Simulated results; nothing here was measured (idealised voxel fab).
This section sets out a process module, namely voxel local oxidation.
In the cross-section labelled cut, the width is 210 nm and each square cell is 5 nm.
A cross-section in this document is a grid of square cells, and it is written down as bands, the top band listed before the ones below it; a band is made up of one or more rows of cells.
Quick guide to a band line: top height, bottom height (nm) up front; then every material left to right with its width in nm. Only one material and it's marked "throughout"? Then it fills the band edge to edge. And "air" just means empty space.
The reference from which all heights are counted is 0, the level beneath which the as-received wafer is entirely one material; the lowest band, having no lower bound, proceeds downward and is written after the example "z 0 and below".
The expression "30 to 40" gives the width at the extremes of the band, the first number at its top row of cells and the second at its bottom row, with the width changing by equal amounts from each row to the next in between.
Key: "all unchanged" - step with no changed cell in the cross-section.
The list in "Enclosed voids" covers empty spaces of 8 cells or more that cannot reach the top through any open way, and it gives each as width x height at distance; the distance is from the left edge, and width, height and distance are in nm.
Read whatever lies past the settings on a step's line as the simulator's own remark about the step.
Steps that use a mask can have "overlay nm" on their line. It says how far the mask sat to the right of where it was meant to be. Negative means to the left.

# Planned step list for the process
1. RECEIVE: material Si
2. OXIDIZE: depth nm 5
3. CONFORMAL_DEP: material SiN, thk nm 15
4. MASKED_ETCH: tone cover, mask id ACTIVE, width nm 110, etch materials SiN, depth nm 15, overlay nm -15
5. SELECTIVE_ETCH: etch materials SiO2, depth nm 5
6. OXIDIZE: depth nm 15
7. STRIP: etch materials SiN
The overlay nm used in step 4 is not the same on every wafer, whereas the starting condition is; the value printed in the plan is the first wafer's.

# As-received cross-section, first of several wafers, post step 1
	z 0 and below: Si throughout
	Enclosed voids: none

# At the end of the module, after its last step, step 7, the first of several wafers appears in cross-section as follows
	z 0 to -5: air=40, SiO2=100, air=70
	z -5 to -20: SiO2=55, Si=70, SiO2=85
	z -20 and below: Si throughout
	Enclosed voids: none

# End of module, last wafer sectioned
	z 0 to -5: air=70, SiO2=100, air=40
	z -5 to -20: SiO2=85, Si=70, SiO2=55
	z -20 and below: Si throughout
	Enclosed voids: none

# Per-wafer rows below. For each material: cells gained (+) or lost (-) since the wafer was received, as of end of module. Then: closed voids
overlay nm -15 | -126 Si | +104 SiO2 | Enclosed voids: none
overlay nm -10 | -126 Si | +104 SiO2 | Enclosed voids: none
overlay nm -5 | -126 Si | +104 SiO2 | Enclosed voids: none
overlay nm 0 | -126 Si | +104 SiO2 | Enclosed voids: none
overlay nm 5 | -126 Si | +104 SiO2 | Enclosed voids: none
overlay nm 10 | -126 Si | +104 SiO2 | Enclosed voids: none
overlay nm 15 | -126 Si | +104 SiO2 | Enclosed voids: none
